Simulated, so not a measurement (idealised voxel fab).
The document below concerns the process module designated voxel gate over fins.
Displayed cross-section: cut, width of 280 nm, square cells sized 5 nm.
When this document writes out a cross-section, it uses a grid of square cells and lists it as bands, beginning at the top and moving down, with a band standing for one or more rows of cells.
For a band, the entry starts with two heights in nm, that of the top and then that of the bottom, and carries on with the band's materials in order from left to right, each alongside its width in nm; the word "edge to edge" beside a single material means it fills the band edge to edge, and "blank" means empty space.
It should be noted that heights are counted from 0, beneath which the wafer as supplied is of one material throughout, and that the lowest band possesses no lower boundary but continues downward, as written in "z 0 and below".
Width: "30 to 40" (first number = top row, second number = bottom row, same change from row to row of cells).
You'll sometimes find "no alteration" written for a step, and that's the way of saying that nowhere in the cross-section did a cell change during that step.
Any empty space of 8 cells or more lacking an open way to the top shows up in "Sealed void listing" as width x height at distance, distance from the left edge, in nm.
On each step's line, the part that comes after the settings is the simulator's own comment on the step.
The "overlay nm" setting may appear on a step's line; for a step that uses a mask, it gives how far to the right of its planned position the mask lay, and a negative value indicates the left.
The steps planned for the process are as follows:
1 RECEIVE (material Si)
2 CONFORMAL_DEP (material SiN; thk nm 10)
3 DIRECTIONAL_DEP (material aC; thk nm 10)
4 PATTERN (tone cover; mask id FINS; material resist; width nm 15; pitch nm 60; thk nm 25; overlay nm 0)
5 DIRECTIONAL_ETCH (etch materials aC; depth nm 10)
6 STRIP (etch materials resist)
7 DIRECTIONAL_ETCH (etch materials SiN; depth nm 10)
8 DIRECTIONAL_ETCH (etch materials Si; depth nm 30)
9 STRIP (etch materials aC)
10 OXIDIZE (depth nm 5)
11 FILL_DEP (material SiO2; thk nm 5)
12 CMP (height nm 10)
13 PATTERN (tone open; mask id RAIL; material resist; width nm 15; thk nm 20; overlay nm 0)
14 DIRECTIONAL_ETCH (etch materials SiO2; depth nm 35)
15 STRIP (etch materials resist)
16 CONFORMAL_DEP (material TiN; thk nm 5)
17 FILL_DEP (material W; thk nm 10)
18 CMP (height nm 10)
19 SELECTIVE_ETCH (etch materials W Ru TiN; depth nm 30)
20 FILL_DEP (material SiO2; thk nm 5)
21 CMP (height nm 10)
22 SELECTIVE_ETCH (etch materials SiO2; depth nm 25)
23 STRIP (etch materials SiN)
24 CONFORMAL_DEP (material HfO2; thk nm 5)
25 CONFORMAL_DEP (material TiN; thk nm 5)
26 FILL_DEP (material W; thk nm 15)
27 CMP (height nm 20)
28 CONFORMAL_DEP (material SiCN; thk nm 10)
Step 1 complete: cross-section of the wafer as received:
z 0 and below  Si edge to edge
Sealed void listing: none
End-of-module XS, first of two wafers, run as planned:
z 30 to 20  SiCN edge to edge
z 20 to 10  W edge to edge
z 10 to 5  W (65) | TiN (25) | W (35) | TiN (25) | W (35) | TiN (25) | W (70)
z 5 to 0  W (65) | TiN (5) | HfO2 (15) | TiN (5) | W (35) | TiN (5) | HfO2 (15) | TiN (5) | W (35) | TiN (5) | HfO2 (15) | TiN (5) | W (70)
z 0 to -5  W (65) | TiN (5) | HfO2 (5) | Si (5) | HfO2 (5) | TiN (5) | W (35) | TiN (5) | HfO2 (5) | Si (5) | HfO2 (5) | TiN (5) | W (35) | TiN (5) | HfO2 (5) | Si (5) | HfO2 (5) | TiN (5) | W (70)
z -5 to -10  TiN (70) | HfO2 (5) | Si (5) | HfO2 (5) | TiN (45) | HfO2 (5) | Si (5) | HfO2 (5) | TiN (45) | HfO2 (5) | Si (5) | HfO2 (5) | TiN (75)
z -10 to -15  HfO2 (75) | Si (5) | HfO2 (55) | Si (5) | HfO2 (55) | Si (5) | HfO2 (80)
z -15 to -20  SiO2 (75) | Si (5) | SiO2 (55) | Si (5) | SiO2 (55) | Si (5) | SiO2 (80)
z -20 to -25  SiO2 (75) | Si (5) | SiO2 (20) | TiN (15) | SiO2 (20) | Si (5) | SiO2 (55) | Si (5) | SiO2 (80)
z -25 to -35  SiO2 (75) | Si (5) | SiO2 (55) | Si (5) | SiO2 (55) | Si (5) | SiO2 (80)
z -35 and below  Si edge to edge
Sealed void listing: none
Cross-sectional view of the second of two wafers upon completion of the module. This wafer shared its starting condition and process plan with the first; one error was made during its execution:
z 30 to 20  SiCN edge to edge
z 20 to 10  W edge to edge
z 10 to 5  W (65) | TiN (25) | W (35) | TiN (25) | W (35) | TiN (25) | W (70)
z 5 to 0  W (65) | TiN (5) | HfO2 (15) | TiN (5) | W (35) | TiN (5) | HfO2 (15) | TiN (5) | W (35) | TiN (5) | HfO2 (15) | TiN (5) | W (70)
z 0 to -5  W (65) | TiN (5) | HfO2 (5) | Si (5) | HfO2 (5) | TiN (5) | W (35) | TiN (5) | HfO2 (5) | Si (5) | HfO2 (5) | TiN (5) | W (35) | TiN (5) | HfO2 (5) | Si (5) | HfO2 (5) | TiN (5) | W (70)
z -5 to -10  TiN (70) | HfO2 (5) | Si (5) | HfO2 (5) | TiN (45) | HfO2 (5) | Si (5) | HfO2 (5) | TiN (45) | HfO2 (5) | Si (5) | HfO2 (5) | TiN (75)
z -10 to -15  HfO2 (75) | Si (5) | HfO2 (55) | Si (5) | HfO2 (55) | Si (5) | HfO2 (80)
z -15 to -20  SiO2 (75) | Si (5) | SiO2 (55) | Si (5) | SiO2 (55) | Si (5) | SiO2 (80)
z -20 to -25  TiN (70) | SiO2 (5) | Si (5) | SiO2 (5) | TiN (15) | SiO2 (15) | TiN (15) | SiO2 (5) | Si (5) | SiO2 (5) | TiN (45) | SiO2 (5) | Si (5) | SiO2 (5) | TiN (75)
z -25 to -35  SiO2 (75) | Si (5) | SiO2 (55) | Si (5) | SiO2 (55) | Si (5) | SiO2 (80)
z -35 and below  Si edge to edge
Sealed void listing: none
Which mistake was made when the wafer was run? step 13 did not use the planned setting and instead ran as PATTERN (tone cover; mask id RAIL; material resist; width nm 15; thk nm 20; overlay nm 0)
The closing comparison, in cells, has the second wafer with more or fewer of some materials than the first: -41 SiO2 | +41 TiN
